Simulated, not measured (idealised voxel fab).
The following is a process module called voxel self aligned vias.
Each square cell in cross-section cut measures 5 nm, and the section as a whole is 255 nm wide.
Just so we're on the same page, the cross-sections are grids of square cells, and they're listed out in bands top to bottom, each band one or more rows deep. Within each band entry, the heights of the top and of the bottom of the band appear first, in that order and in nm; the materials of the band then follow from left to right, each with its corresponding width in nm. The designation "all across" on a single material indicates that it fills the band from edge to edge; the designation "blank" indicates empty space. We count height from 0. Below that, the starting wafer is all one material. The lowest band never ends at the bottom but goes on down; see "0 -> down" for how that is written. Width spec "30->40" -> top row of cells at first value, bottom row at second value, equal per-row change in between. Reading "nothing was modified" for a step: not a cell of the cross-section changed in it. "Sealed void listing" specifies each empty space that is not open to the top and that occupies no fewer than 8 cells, using the form width x height at distance, the distance measured from the left edge and all three quantities in nm. That trailing text on a step's line, after the settings, is the simulator's own remark on the step. overlay nm: right-of-plan distance of the mask on a masked step; negative values mean left-of-plan.

### List of planned process steps
1: RECEIVE, material Si
2: CONFORMAL_DEP, material SiO2, thk nm 10
3: CONFORMAL_DEP, material SiCN, thk nm 5
4: DIRECTIONAL_DEP, material SiO2, thk nm 25
5: DIRECTIONAL_DEP, material aC, thk nm 15
6: PATTERN, tone open, mask id LINES, material resist, width nm 25, pitch nm 75, thk nm 30, overlay nm 0
7: DIRECTIONAL_ETCH, etch materials aC, depth nm 15
8: STRIP, etch materials resist
9: DIRECTIONAL_ETCH, etch materials SiO2, depth nm 25
10: STRIP, etch materials aC
11: CONFORMAL_DEP, material TiN, thk nm 5
12: FILL_DEP, material Ru, thk nm 5
13: CMP, height nm 40
14: SELECTIVE_ETCH, etch materials W Ru TiN, depth nm 10
15: FILL_DEP, material SiN, thk nm 5
16: CMP, height nm 40
17: DIRECTIONAL_DEP, material SiO2, thk nm 15
18: PATTERN, tone open, mask id VIAS, material resist, width nm 45, pitch nm 150, thk nm 15, overlay nm 0
19: DIRECTIONAL_ETCH, etch materials SiO2, depth nm 15
20: DIRECTIONAL_ETCH, etch materials SiN, depth nm 10
21: STRIP, etch materials resist
22: CONFORMAL_DEP, material TiN, thk nm 5
23: FILL_DEP, material Cu, thk nm 10
24: CMP, height nm 55
25: CONFORMAL_DEP, material SiN, thk nm 5

### Below: the first of two wafers, run as planned

### Wafer at receipt (post step 1), cross-section
> 0 -> down  Si all across
> Sealed void listing: none

### State of the wafer after step 2, shown in cross-section
> 10 -> 0  SiO2 all across
> No changes below 0.

### State of the wafer after step 3, shown in cross-section
> 15 -> 10  SiCN all across
> No changes below 10.

### State of the wafer after step 4, shown in cross-section
> 40 -> 15  SiO2 all across
> No changes below 15.

### State of the wafer after step 5, shown in cross-section
> 55 -> 40  aC all across
> No changes below 40.

### State of the wafer after step 6, shown in cross-section
> 85 -> 55  resist: 40, then blank: 25, then resist: 50, then blank: 25, then resist: 50, then blank: 25, then resist: 40
> No changes below 55.

### State of the wafer after step 7, shown in cross-section
> 70 -> 55  resist: 40, then blank: 25, then resist: 50, then blank: 25, then resist: 50, then blank: 25, then resist: 40
> 55 -> 40  aC: 40, then blank: 25, then aC: 50, then blank: 25, then aC: 50, then blank: 25, then aC: 40
> No changes below 40.

### State of the wafer after step 8, shown in cross-section
> 55 -> 40  aC: 40, then blank: 25, then aC: 50, then blank: 25, then aC: 50, then blank: 25, then aC: 40
> No changes below 40.

### State of the wafer after step 9, shown in cross-section
> 55 -> 40  aC: 40, then blank: 25, then aC: 50, then blank: 25, then aC: 50, then blank: 25, then aC: 40
> 40 -> 15  SiO2: 40, then blank: 25, then SiO2: 50, then blank: 25, then SiO2: 50, then blank: 25, then SiO2: 40
> No changes below 15.

### State of the wafer after step 10, shown in cross-section
> 40 -> 15  SiO2: 40, then blank: 25, then SiO2: 50, then blank: 25, then SiO2: 50, then blank: 25, then SiO2: 40
> No changes below 15.

### State of the wafer after step 11, shown in cross-section
> 45 -> 40  TiN: 45, then blank: 15, then TiN: 60, then blank: 15, then TiN: 60, then blank: 15, then TiN: 45
> 40 -> 20  SiO2: 40, then TiN: 5, then blank: 15, then TiN: 5, then SiO2: 50, then TiN: 5, then blank: 15, then TiN: 5, then SiO2: 50, then TiN: 5, then blank: 15, then TiN: 5, then SiO2: 40
> 20 -> 15  SiO2: 40, then TiN: 25, then SiO2: 50, then TiN: 25, then SiO2: 50, then TiN: 25, then SiO2: 40
> No changes below 15.

### State of the wafer after step 12, shown in cross-section
> 50 -> 45  Ru all across
> 45 -> 40  TiN: 45, then Ru: 15, then TiN: 60, then Ru: 15, then TiN: 60, then Ru: 15, then TiN: 45
> 40 -> 20  SiO2: 40, then TiN: 5, then Ru: 15, then TiN: 5, then SiO2: 50, then TiN: 5, then Ru: 15, then TiN: 5, then SiO2: 50, then TiN: 5, then Ru: 15, then TiN: 5, then SiO2: 40
> No changes below 20.

### State of the wafer after step 13, shown in cross-section
> 40 -> 20  SiO2: 40, then TiN: 5, then Ru: 15, then TiN: 5, then SiO2: 50, then TiN: 5, then Ru: 15, then TiN: 5, then SiO2: 50, then TiN: 5, then Ru: 15, then TiN: 5, then SiO2: 40
> No changes below 20.

### State of the wafer after step 14, shown in cross-section
> 40 -> 30  SiO2: 40, then blank: 25, then SiO2: 50, then blank: 25, then SiO2: 50, then blank: 25, then SiO2: 40
> No changes below 30.

### State of the wafer after step 15, shown in cross-section
> 45 -> 40  SiN all across
> 40 -> 30  SiO2: 40, then SiN: 25, then SiO2: 50, then SiN: 25, then SiO2: 50, then SiN: 25, then SiO2: 40
> No changes below 30.

### State of the wafer after step 16, shown in cross-section
> 40 -> 30  SiO2: 40, then SiN: 25, then SiO2: 50, then SiN: 25, then SiO2: 50, then SiN: 25, then SiO2: 40
> No changes below 30.

### State of the wafer after step 17, shown in cross-section
> 55 -> 40  SiO2 all across
> No changes below 40.

### State of the wafer after step 18, shown in cross-section
> 70 -> 55  resist: 30, then blank: 45, then resist: 105, then blank: 45, then resist: 30
> No changes below 55.

### State of the wafer after step 19, shown in cross-section
> 70 -> 55  resist: 30, then blank: 45, then resist: 105, then blank: 45, then resist: 30
> 55 -> 40  SiO2: 30, then blank: 45, then SiO2: 105, then blank: 45, then SiO2: 30
> No changes below 40.

### State of the wafer after step 20, shown in cross-section
> 70 -> 55  resist: 30, then blank: 45, then resist: 105, then blank: 45, then resist: 30
> 55 -> 40  SiO2: 30, then blank: 45, then SiO2: 105, then blank: 45, then SiO2: 30
> 40 -> 30  SiO2: 40, then blank: 25, then SiO2: 50, then SiN: 25, then SiO2: 50, then blank: 25, then SiO2: 40
> No changes below 30.

### State of the wafer after step 21, shown in cross-section
> 55 -> 40  SiO2: 30, then blank: 45, then SiO2: 105, then blank: 45, then SiO2: 30
> No changes below 40.

### State of the wafer after step 22, shown in cross-section
> 60 -> 55  TiN: 35, then blank: 35, then TiN: 115, then blank: 35, then TiN: 35
> 55 -> 45  SiO2: 30, then TiN: 5, then blank: 35, then TiN: 5, then SiO2: 105, then TiN: 5, then blank: 35, then TiN: 5, then SiO2: 30
> 45 -> 40  SiO2: 30, then TiN: 15, then blank: 15, then TiN: 15, then SiO2: 105, then TiN: 15, then blank: 15, then TiN: 15, then SiO2: 30
> 40 -> 35  SiO2: 40, then TiN: 5, then blank: 15, then TiN: 5, then SiO2: 50, then SiN: 25, then SiO2: 50, then TiN: 5, then blank: 15, then TiN: 5, then SiO2: 40
> 35 -> 30  SiO2: 40, then TiN: 25, then SiO2: 50, then SiN: 25, then SiO2: 50, then TiN: 25, then SiO2: 40
> No changes below 30.

### State of the wafer after step 23, shown in cross-section
> 70 -> 60  Cu all across
> 60 -> 55  TiN: 35, then Cu: 35, then TiN: 115, then Cu: 35, then TiN: 35
> 55 -> 45  SiO2: 30, then TiN: 5, then Cu: 35, then TiN: 5, then SiO2: 105, then TiN: 5, then Cu: 35, then TiN: 5, then SiO2: 30
> 45 -> 40  SiO2: 30, then TiN: 15, then Cu: 15, then TiN: 15, then SiO2: 105, then TiN: 15, then Cu: 15, then TiN: 15, then SiO2: 30
> 40 -> 35  SiO2: 40, then TiN: 5, then Cu: 15, then TiN: 5, then SiO2: 50, then SiN: 25, then SiO2: 50, then TiN: 5, then Cu: 15, then TiN: 5, then SiO2: 40
> No changes below 35.

### State of the wafer after step 24, shown in cross-section
> 55 -> 45  SiO2: 30, then TiN: 5, then Cu: 35, then TiN: 5, then SiO2: 105, then TiN: 5, then Cu: 35, then TiN: 5, then SiO2: 30
> No changes below 45.

### State of the wafer after step 25, shown in cross-section
> 60 -> 55  SiN all across
> No changes below 55.

### Wafer two of the pair: same origin, same plan, one error during the run; identical to wafer one up to and including step 17

### Second wafer, section view, time point: scheduled end of step 18
> 70 -> 55  resist: 20, then blank: 45, then resist: 105, then blank: 45, then resist: 40
> No changes below 55.

### Second wafer, section view, time point: scheduled end of step 19
> 70 -> 55  resist: 20, then blank: 45, then resist: 105, then blank: 45, then resist: 40
> 55 -> 40  SiO2: 20, then blank: 45, then SiO2: 105, then blank: 45, then SiO2: 40
> No changes below 40.

### Second wafer, section view, time point: scheduled end of step 20
> 70 -> 55  resist: 20, then blank: 45, then resist: 105, then blank: 45, then resist: 40
> 55 -> 40  SiO2: 20, then blank: 45, then SiO2: 105, then blank: 45, then SiO2: 40
> 40 -> 30  SiO2: 40, then blank: 25, then SiO2: 50, then SiN: 25, then SiO2: 50, then blank: 25, then SiO2: 40
> No changes below 30.

### Second wafer, section view, time point: scheduled end of step 21
> 55 -> 40  SiO2: 20, then blank: 45, then SiO2: 105, then blank: 45, then SiO2: 40
> No changes below 40.

### Second wafer, section view, time point: scheduled end of step 22
> 60 -> 55  TiN: 25, then blank: 35, then TiN: 115, then blank: 35, then TiN: 45
> 55 -> 45  SiO2: 20, then TiN: 5, then blank: 35, then TiN: 5, then SiO2: 105, then TiN: 5, then blank: 35, then TiN: 5, then SiO2: 40
> 45 -> 40  SiO2: 20, then TiN: 25, then blank: 15, then TiN: 5, then SiO2: 105, then TiN: 25, then blank: 15, then TiN: 5, then SiO2: 40
> 40 -> 35  SiO2: 40, then TiN: 5, then blank: 15, then TiN: 5, then SiO2: 50, then SiN: 25, then SiO2: 50, then TiN: 5, then blank: 15, then TiN: 5, then SiO2: 40
> 35 -> 30  SiO2: 40, then TiN: 25, then SiO2: 50, then SiN: 25, then SiO2: 50, then TiN: 25, then SiO2: 40
> No changes below 30.

### Second wafer, section view, time point: scheduled end of step 23
> 70 -> 60  Cu all across
> 60 -> 55  TiN: 25, then Cu: 35, then TiN: 115, then Cu: 35, then TiN: 45
> 55 -> 45  SiO2: 20, then TiN: 5, then Cu: 35, then TiN: 5, then SiO2: 105, then TiN: 5, then Cu: 35, then TiN: 5, then SiO2: 40
> 45 -> 40  SiO2: 20, then TiN: 25, then Cu: 15, then TiN: 5, then SiO2: 105, then TiN: 25, then Cu: 15, then TiN: 5, then SiO2: 40
> 40 -> 35  SiO2: 40, then TiN: 5, then Cu: 15, then TiN: 5, then SiO2: 50, then SiN: 25, then SiO2: 50, then TiN: 5, then Cu: 15, then TiN: 5, then SiO2: 40
> No changes below 35.

### Second wafer, section view, time point: scheduled end of step 24
> 55 -> 45  SiO2: 20, then TiN: 5, then Cu: 35, then TiN: 5, then SiO2: 105, then TiN: 5, then Cu: 35, then TiN: 5, then SiO2: 40
> No changes below 45.

### Second wafer, section view, time point: scheduled end of step 25
> 60 -> 55  SiN all across
> No changes below 55.
Which mistake was made when the wafer was run? step 18 did not use the planned setting and instead ran as PATTERN, tone open, mask id VIAS, material resist, width nm 45, pitch nm 150, thk nm 15, overlay nm -10
Comparing end states, the material composition by cell count is preserved from the first wafer to the second, while the locations of the cells are not.
